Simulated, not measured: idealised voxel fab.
Title: Process Module voxel trench capacitor
The cross-section shown here is cut; it is 185 nm wide and divided into square cells measuring 5 nm on a side.
A cross-section in this document is a grid of square cells, and it is written down as bands, the top band listed before the ones below it; a band is made up of one or more rows of cells. The band entry comprises the height of the band's top followed by the height of its bottom, expressed in nm, and subsequently the band's materials from left to right, each stated together with its width in nm. Where a single material is marked with the word "throughout", that material fills the band from edge to edge. The word "empty" represents empty space. Measure heights from 0. That's the level where, below it, the as-received wafer is all one material. The lowest band is bottomless and extends downward; write it as in "z 0 and below". It should be noted that a width expressed as "30->40" varies in equal increments from row to row of cells within the band, taking the value of the first number at the top row and that of the second number at the bottom row. Step marked "nothing was modified"? Then no cell in the cross-section changed in it. Non-vented voids: empty space of 8 cells or more with no open way to the top, each as width x height at its distance from the left edge, in nm. Read whatever lies past the settings on a step's line as the simulator's own remark about the step. A step's line can hold "overlay nm"; with a mask on that step, the setting says how far right of the planned place the mask lay, while a negative setting says it lay to the left.
[These are the steps we planned for the process]
1) RECEIVE [material Si]
2) CONFORMAL_DEP [material SiN] [thk nm 5]
3) DIRECTIONAL_DEP [material aC] [thk nm 15]
4) PATTERN [tone open] [mask id TRENCH] [material resist] [width nm 25] [pitch nm 40] [thk nm 35] [overlay nm -15]
5) DIRECTIONAL_ETCH [etch materials aC] [depth nm 15]
6) STRIP [etch materials resist]
7) DIRECTIONAL_ETCH [etch materials SiN] [depth nm 5]
8) DIRECTIONAL_ETCH [etch materials Si] [depth nm 30]
9) STRIP [etch materials aC]
10) CONFORMAL_DEP [material HfO2] [thk nm 5]
11) CONFORMAL_DEP [material TiN] [thk nm 5]
12) FILL_DEP [material W] [thk nm 10]
13) CMP [height nm 5]
Split variable: overlay nm, step 4. Plan value = first wafer. Wafers start alike.
[As-received cross-section, first of several wafers, post step 1]
  z 0 and below: Si throughout
  Non-vented voids: none
[Gained (+) or lost (-) cells of each material since receipt, then closed voids: one row per wafer, at the end of the module]
overlay nm -15; +51 HfO2; -90 Si; +22 SiN; +39 TiN; +15 W; Non-vented voids: none
overlay nm -10; +51 HfO2; -90 Si; +22 SiN; +39 TiN; +15 W; Non-vented voids: none
overlay nm -5; +51 HfO2; -90 Si; +22 SiN; +39 TiN; +15 W; Non-vented voids: none
overlay nm 0; +51 HfO2; -90 Si; +22 SiN; +39 TiN; +15 W; Non-vented voids: none
overlay nm 5; +51 HfO2; -90 Si; +22 SiN; +39 TiN; +15 W; Non-vented voids: none
overlay nm 10; +51 HfO2; -90 Si; +22 SiN; +39 TiN; +15 W; Non-vented voids: none
overlay nm 15; +51 HfO2; -90 Si; +22 SiN; +39 TiN; +15 W; Non-vented voids: none
